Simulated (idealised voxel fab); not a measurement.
The process module presented herein is designated voxel wiring stack.
In the cross-section labelled cut, the width is 205 nm and each square cell is 5 nm.
When this document writes out a cross-section, it uses a grid of square cells and lists it as bands, beginning at the top and moving down, with a band standing for one or more rows of cells. It is stipulated that each band's entry specify, in nanometres, the height of the top of the band and then that of its bottom, followed by the materials of the band in left-to-right sequence, each together with its width in nanometres. A single material marked by the word "full width" is understood to fill the band from edge to edge; the word "blank" is understood to denote empty space. Heights are measured from 0, the level below which the as-received wafer is all one material; the lowest band has no bottom and continues downward, written as in "top 0, no bottom". So if you see something like "30..40" for the width, read it as the top row of the band sitting at the first number and the bottom row at the second, with every row in between moving by the same amount as the last. For the purposes of this document, the phrase "stayed the same" attached to a step denotes that no cell within the cross-section was modified by that step. You'll see "Sealed internal cavities" listing empty spaces that have no way open to the top, as long as they're 8 cells or more; the notation is width x height at distance, where the distance is from the left edge, and all of it is in nm. Formally, on a step line, whatever follows the settings is a remark that the simulator itself makes on the step. What "overlay nm" on a step's line means: if the step has a mask, that mask lay this far to the right of its planned place, or, when the value is negative, to the left.

-- The steps planned for the process are as follows
1: RECEIVE, material Si
2: CONFORMAL_DEP, material SiO2, thk nm 10
3: CONFORMAL_DEP, material SiCN, thk nm 5
4: DIRECTIONAL_DEP, material SiO2, thk nm 25
5: PATTERN, tone open, mask id METAL_1, material resist, width nm 25, pitch nm 40, thk nm 20, overlay nm 0
6: DIRECTIONAL_ETCH, etch materials SiO2, depth nm 25
7: DIRECTIONAL_ETCH, etch materials SiCN, depth nm 5
8: STRIP, etch materials resist
9: CONFORMAL_DEP, material TiN, thk nm 5
10: FILL_DEP, material Cu, thk nm 10
11: CMP, height nm 40
12: CONFORMAL_DEP, material SiCN, thk nm 5
13: DIRECTIONAL_DEP, material SiO2, thk nm 15
14: DIRECTIONAL_DEP, material aC, thk nm 15
15: PATTERN, tone open, mask id PLUG_1, material resist, width nm 15, thk nm 30, overlay nm -15
16: DIRECTIONAL_ETCH, etch materials aC, depth nm 15
17: STRIP, etch materials resist
18: DIRECTIONAL_ETCH, etch materials SiO2, depth nm 15
19: DIRECTIONAL_ETCH, etch materials SiCN, depth nm 5
20: STRIP, etch materials aC
21: EPI, material Ru, thk nm 10
22: EPI, material Ru, thk nm 10
23: DIRECTIONAL_DEP, material TiN, thk nm 5
24: DIRECTIONAL_DEP, material Ru, thk nm 15
25: DIRECTIONAL_DEP, material aC, thk nm 10
26: PATTERN, tone cover, mask id METAL_2, material resist, width nm 25, pitch nm 40, thk nm 25, overlay nm 0
27: DIRECTIONAL_ETCH, etch materials aC, depth nm 10
28: STRIP, etch materials resist
29: DIRECTIONAL_ETCH, etch materials Ru, depth nm 15
30: DIRECTIONAL_ETCH, etch materials TiN, depth nm 5
31: STRIP, etch materials aC
32: CONFORMAL_DEP, material SiCN, thk nm 5
33: FILL_DEP, material SiO2, thk nm 10
34: CMP, height nm 80
35: CONFORMAL_DEP, material SiN, thk nm 5
Keep in mind the plan's value for the overlay nm of step 15 comes from the first wafer; the wafers don't share that setting, but they do share the same starting point.

-- As received, i.e. after step 1: cross-section through the first of several wafers
	top 0, no bottom: Si full width
	Sealed internal cavities: none

-- Depicted here is the first of several wafers in cross-section, at module completion following the last step, step 35
	top 85, bottom 80: SiN full width
	top 80, bottom 65: 65 of SiO2; 5 of SiCN; 25 of Ru; 5 of SiCN; 5 of SiO2; 5 of SiCN; 25 of Ru; 5 of SiCN; 65 of SiO2
	top 65, bottom 60: 60 of SiCN; 5 of SiO2; 5 of SiCN; 25 of TiN; 15 of SiCN; 25 of TiN; 70 of SiCN
	top 60, bottom 45: 55 of SiO2; 5 of SiCN; 5 of SiO2; 5 of SiCN; 135 of SiO2
	top 45, bottom 40: SiCN full width
	top 40, bottom 15: 70 of SiO2; 5 of TiN; 15 of Cu; 5 of TiN; 15 of SiO2; 5 of TiN; 15 of Cu; 5 of TiN; 70 of SiO2
	top 15, bottom 10: 70 of SiCN; 25 of TiN; 15 of SiCN; 25 of TiN; 70 of SiCN
	top 10, bottom 0: SiO2 full width
	top 0, no bottom: Si full width
	Sealed internal cavities: none

-- A cross-section through the last wafer at the close of the module
	top 85, bottom 80: SiN full width
	top 80, bottom 65: 65 of SiO2; 5 of SiCN; 25 of Ru; 5 of SiCN; 5 of SiO2; 5 of SiCN; 25 of Ru; 5 of SiCN; 65 of SiO2
	top 65, bottom 60: 70 of SiCN; 25 of TiN; 15 of SiCN; 25 of TiN; 70 of SiCN
	top 60, bottom 45: 85 of SiO2; 15 of Ru; 105 of SiO2
	top 45, bottom 40: 85 of SiCN; 15 of Ru; 105 of SiCN
	top 40, bottom 15: 70 of SiO2; 5 of TiN; 15 of Cu; 5 of TiN; 15 of SiO2; 5 of TiN; 15 of Cu; 5 of TiN; 70 of SiO2
	top 15, bottom 10: 70 of SiCN; 25 of TiN; 15 of SiCN; 25 of TiN; 70 of SiCN
	top 10, bottom 0: SiO2 full width
	top 0, no bottom: Si full width
	Sealed internal cavities: none

-- The following table contains a row per wafer, in which are reported, at the conclusion of the module, the cells of each material gained (+) or lost (-) since the wafer's receipt, with its closed voids given thereafter
overlay nm -15; +30 Cu; +30 Ru; +120 SiCN; +41 SiN; +436 SiO2; +40 TiN; Sealed internal cavities: none
overlay nm -10; +30 Cu; +42 Ru; +112 SiCN; +41 SiN; +432 SiO2; +40 TiN; Sealed internal cavities: none
overlay nm -5; +30 Cu; +42 Ru; +112 SiCN; +41 SiN; +432 SiO2; +40 TiN; Sealed internal cavities: none
overlay nm 0; +30 Cu; +42 Ru; +112 SiCN; +41 SiN; +432 SiO2; +40 TiN; Sealed internal cavities: none
overlay nm 5; +30 Cu; +42 Ru; +112 SiCN; +41 SiN; +432 SiO2; +40 TiN; Sealed internal cavities: none
overlay nm 10; +30 Cu; +42 Ru; +112 SiCN; +41 SiN; +432 SiO2; +40 TiN; Sealed internal cavities: none
overlay nm 15; +30 Cu; +42 Ru; +112 SiCN; +41 SiN; +432 SiO2; +40 TiN; Sealed internal cavities: none
